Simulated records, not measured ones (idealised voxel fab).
A process module follows: voxel gate over fins.
For reference, the cross-section in this document is cut, with width 265 nm and square cells of 5 nm.
Cross-section spec: square-cell grid; bands listed top down; each band is one or more rows. It is stipulated that each band's entry specify, in nanometres, the height of the top of the band and then that of its bottom, followed by the materials of the band in left-to-right sequence, each together with its width in nanometres. A single material marked by the word "throughout" is understood to fill the band from edge to edge; the word "empty" is understood to denote empty space. Height datum 0, below which the as-received substrate wafer is one material. Lowest band open at the bottom, running downward: "z 0 and below". Per-row width for "30->40": begins at first number (top row of band), ends at second number (bottom row), increment between rows held constant. Step note "nothing was modified" = no cross-section cell changed. The entry titled "Closed cavity list" provides the empty spaces that have no open way to the top, restricted to those of 8 cells or more. Each is presented as width x height at distance, the distance being measured from the left edge, with all three in nm. after a step's settings: what the simulator itself notes on the step. overlay nm: step with mask; distance mask lay right of planned place; negative value = left of planned place.

Here's what the planned process steps look like
| 1 | RECEIVE,material Si |
| 2 | CONFORMAL_DEP,material SiN,thk nm 5 |
| 3 | MASKED_ETCH,tone cover,mask id FINS,width nm 15,pitch nm 50,etch materials SiN,depth nm 5,overlay nm 0 |
| 4 | MASKED_ETCH,tone cover,mask id FINS,width nm 15,pitch nm 50,etch materials Si,depth nm 35,overlay nm 0 |
| 5 | FILL_DEP,material SiO2,thk nm 5 |
| 6 | CMP,height nm 5 |
| 7 | DIRECTIONAL_DEP,material aC,thk nm 15 |
| 8 | PATTERN,tone open,mask id RAIL,material resist,width nm 15,thk nm 35,overlay nm 0 |
| 9 | DIRECTIONAL_ETCH,etch materials aC,depth nm 15 |
| 10 | STRIP,etch materials resist |
| 11 | DIRECTIONAL_ETCH,etch materials SiO2,depth nm 35 |
| 12 | STRIP,etch materials aC |
| 13 | CONFORMAL_DEP,material TiN,thk nm 5 |
| 14 | FILL_DEP,material W,thk nm 5 |
| 15 | CMP,height nm 5 |
| 16 | SELECTIVE_ETCH,etch materials W Ru TiN,depth nm 30 |
| 17 | FILL_DEP,material SiO2,thk nm 5 |
| 18 | CMP,height nm 5 |
| 19 | SELECTIVE_ETCH,etch materials SiO2,depth nm 20 |
| 20 | STRIP,etch materials SiN |
| 21 | CONFORMAL_DEP,material HfO2,thk nm 5 |
| 22 | CONFORMAL_DEP,material TiN,thk nm 5 |
| 23 | FILL_DEP,material W,thk nm 15 |
| 24 | CMP,height nm 20 |
| 25 | CONFORMAL_DEP,material SiN,thk nm 10 |

This is the cross-section of the wafer as we received it, i.e. after step 1
  z 0 and below | Si throughout
  Closed cavity list: none

The first of the two wafers as seen in cross-section once the module was finished; processing followed the plan
  z 30 to 20 | SiN throughout
  z 20 to 10 | W throughout
  z 10 to 5 | 65 nm W, 35 nm TiN, 15 nm W, 35 nm TiN, 15 nm W, 35 nm TiN, 65 nm W
  z 5 to 0 | 65 nm W, 5 nm TiN, 25 nm HfO2, 5 nm TiN, 15 nm W, 5 nm TiN, 25 nm HfO2, 5 nm TiN, 15 nm W, 5 nm TiN, 25 nm HfO2, 5 nm TiN, 65 nm W
  z 0 to -5 | 65 nm W, 5 nm TiN, 5 nm HfO2, 15 nm Si, 5 nm HfO2, 5 nm TiN, 15 nm W, 5 nm TiN, 5 nm HfO2, 15 nm Si, 5 nm HfO2, 5 nm TiN, 15 nm W, 5 nm TiN, 5 nm HfO2, 15 nm Si, 5 nm HfO2, 5 nm TiN, 65 nm W
  z -5 to -10 | 70 nm TiN, 5 nm HfO2, 15 nm Si, 5 nm HfO2, 25 nm TiN, 5 nm HfO2, 15 nm Si, 5 nm HfO2, 25 nm TiN, 5 nm HfO2, 15 nm Si, 5 nm HfO2, 70 nm TiN
  z -10 to -15 | 75 nm HfO2, 15 nm Si, 35 nm HfO2, 15 nm Si, 35 nm HfO2, 15 nm Si, 75 nm HfO2
  z -15 to -25 | 75 nm SiO2, 15 nm Si, 35 nm SiO2, 15 nm Si, 35 nm SiO2, 15 nm Si, 75 nm SiO2
  z -25 to -30 | 75 nm SiO2, 15 nm Si, 10 nm SiO2, 15 nm TiN, 10 nm SiO2, 15 nm Si, 35 nm SiO2, 15 nm Si, 75 nm SiO2
  z -30 to -35 | 75 nm SiO2, 15 nm Si, 35 nm SiO2, 15 nm Si, 35 nm SiO2, 15 nm Si, 75 nm SiO2
  z -35 and below | Si throughout
  Closed cavity list: none

second wafer at the end: like start, like plan, one mistake
  z 30 to 20 | SiN throughout
  z 20 to 10 | W throughout
  z 10 to 5 | 65 nm W, 35 nm TiN, 15 nm W, 35 nm TiN, 15 nm W, 35 nm TiN, 65 nm W
  z 5 to 0 | 65 nm W, 5 nm TiN, 25 nm HfO2, 5 nm TiN, 15 nm W, 5 nm TiN, 25 nm HfO2, 5 nm TiN, 15 nm W, 5 nm TiN, 25 nm HfO2, 5 nm TiN, 65 nm W
  z 0 to -5 | 65 nm W, 5 nm TiN, 5 nm HfO2, 15 nm Si, 5 nm HfO2, 5 nm TiN, 15 nm W, 5 nm TiN, 5 nm HfO2, 15 nm Si, 5 nm HfO2, 5 nm TiN, 15 nm W, 5 nm TiN, 5 nm HfO2, 15 nm Si, 5 nm HfO2, 5 nm TiN, 65 nm W
  z -5 to -10 | 70 nm TiN, 5 nm HfO2, 15 nm Si, 5 nm HfO2, 25 nm TiN, 5 nm HfO2, 15 nm Si, 5 nm HfO2, 25 nm TiN, 5 nm HfO2, 15 nm Si, 5 nm HfO2, 70 nm TiN
  z -10 to -15 | 75 nm HfO2, 15 nm Si, 35 nm HfO2, 15 nm Si, 35 nm HfO2, 15 nm Si, 75 nm HfO2
  z -15 to -25 | 75 nm SiO2, 15 nm Si, 35 nm SiO2, 15 nm Si, 35 nm SiO2, 15 nm Si, 75 nm SiO2
  z -25 to -30 | 75 nm SiO2, 15 nm Si, 5 nm SiO2, 25 nm TiN, 5 nm SiO2, 15 nm Si, 35 nm SiO2, 15 nm Si, 75 nm SiO2
  z -30 to -35 | 75 nm SiO2, 15 nm Si, 35 nm SiO2, 15 nm Si, 35 nm SiO2, 15 nm Si, 75 nm SiO2
  z -35 and below | Si throughout
  Closed cavity list: none
What was done differently from what was planned? step 8 ran with different settings than intended, the actual operation and settings being PATTERN,tone open,mask id RAIL,material resist,width nm 25,thk nm 35,overlay nm 0
Looking at both finished wafers in cells, the second ends up ahead of or behind the first on some materials: SiO2: 2 fewer; TiN: 2 more
